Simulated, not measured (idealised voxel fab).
The following is a process module called voxel tone inversion.
Cross-section cut: width 295 nm, square cells of 5 nm.
We lay out every cross-section as a grid of square cells and spell it out in bands from the top down, where one band means one or more rows of cells. Within each band entry, the heights of the top and of the bottom of the band appear first, in that order and in nm; the materials of the band then follow from left to right, each with its corresponding width in nm. The designation "full width" on a single material indicates that it fills the band from edge to edge; the designation "air" indicates empty space. Height reference: 0 = level under which incoming wafer is all one material. Lowest band: no bottom, runs on downward, e.g. "0 -> down". Width spec "30..40" -> top row of cells at first value, bottom row at second value, equal per-row change in between. "nothing was modified" -> step changed no cross-section cell. The entry titled "Closed voids list" provides the empty spaces that have no open way to the top, restricted to those of 8 cells or more. Each is presented as width x height at distance, the distance being measured from the left edge, with all three in nm. Whatever follows a step's settings on its line is a remark the simulator itself makes about that step. The optional step-line setting "overlay nm" applies to steps with a mask and quantifies how far to the right of its planned location the mask lay, a negative value indicating leftward placement.
Below is the list of planned process steps:
1: RECEIVE with material Si
2: CONFORMAL_DEP with material SiN, thk nm 5
3: DIRECTIONAL_DEP with material aC, thk nm 20
4: PATTERN with tone cover, mask id POSTS, material resist, width nm 15, pitch nm 30, thk nm 25, overlay nm 0
5: DIRECTIONAL_ETCH with etch materials aC, depth nm 20
6: STRIP with etch materials resist
7: FILL_DEP with material SiO2, thk nm 5
8: CMP with height nm 25
9: STRIP with etch materials aC
First wafer out of two, processed as planned:
Wafer cross-section on receipt, i.e. after step 1:
* 0 -> down = Si full width
* Closed voids list: none
You're looking at a cross-section of the wafer after step 2:
* 5 -> 0 = SiN full width
* Below a height of 0, the structure has not been altered.
You're looking at a cross-section of the wafer after step 3:
* 25 -> 5 = aC full width
* Below a height of 5, the structure has not been altered.
You're looking at a cross-section of the wafer after step 4:
* 50 -> 25 = 110 of air, 15 of resist, 15 of air, 15 of resist, 15 of air, 15 of resist, 110 of air
* Below a height of 25, the structure has not been altered.
You're looking at a cross-section of the wafer after step 5:
* 30 -> 25 = 110 of air, 15 of resist, 15 of air, 15 of resist, 15 of air, 15 of resist, 110 of air
* 25 -> 5 = 110 of air, 15 of aC, 15 of air, 15 of aC, 15 of air, 15 of aC, 110 of air
* Below a height of 5, the structure has not been altered.
You're looking at a cross-section of the wafer after step 6:
* 25 -> 5 = 110 of air, 15 of aC, 15 of air, 15 of aC, 15 of air, 15 of aC, 110 of air
* Below a height of 5, the structure has not been altered.
You're looking at a cross-section of the wafer after step 7:
* 30 -> 25 = SiO2 full width
* 25 -> 5 = 110 of SiO2, 15 of aC, 15 of SiO2, 15 of aC, 15 of SiO2, 15 of aC, 110 of SiO2
* Below a height of 5, the structure has not been altered.
You're looking at a cross-section of the wafer after step 8:
* 25 -> 5 = 110 of SiO2, 15 of aC, 15 of SiO2, 15 of aC, 15 of SiO2, 15 of aC, 110 of SiO2
* Below a height of 5, the structure has not been altered.
You're looking at a cross-section of the wafer after step 9:
* 25 -> 5 = 110 of SiO2, 15 of air, 15 of SiO2, 15 of air, 15 of SiO2, 15 of air, 110 of SiO2
* Below a height of 5, the structure has not been altered.
Second Wafer (Identical Start and Plan, One Processing Error; Matches First Wafer Through Step 8):
At the planned end of step 9, the second wafer in cross-section:
* 25 -> 5 = 110 of air, 15 of aC, 15 of air, 15 of aC, 15 of air, 15 of aC, 110 of air
* Below a height of 5, the structure has not been altered.
Misprocessing identified: in deviation from the planned setting, step 9 was conducted as STRIP with etch materials SiO2
Heads up, by the end the second wafer has more or fewer cells of some materials compared to the first: SiO2 -200; aC +36
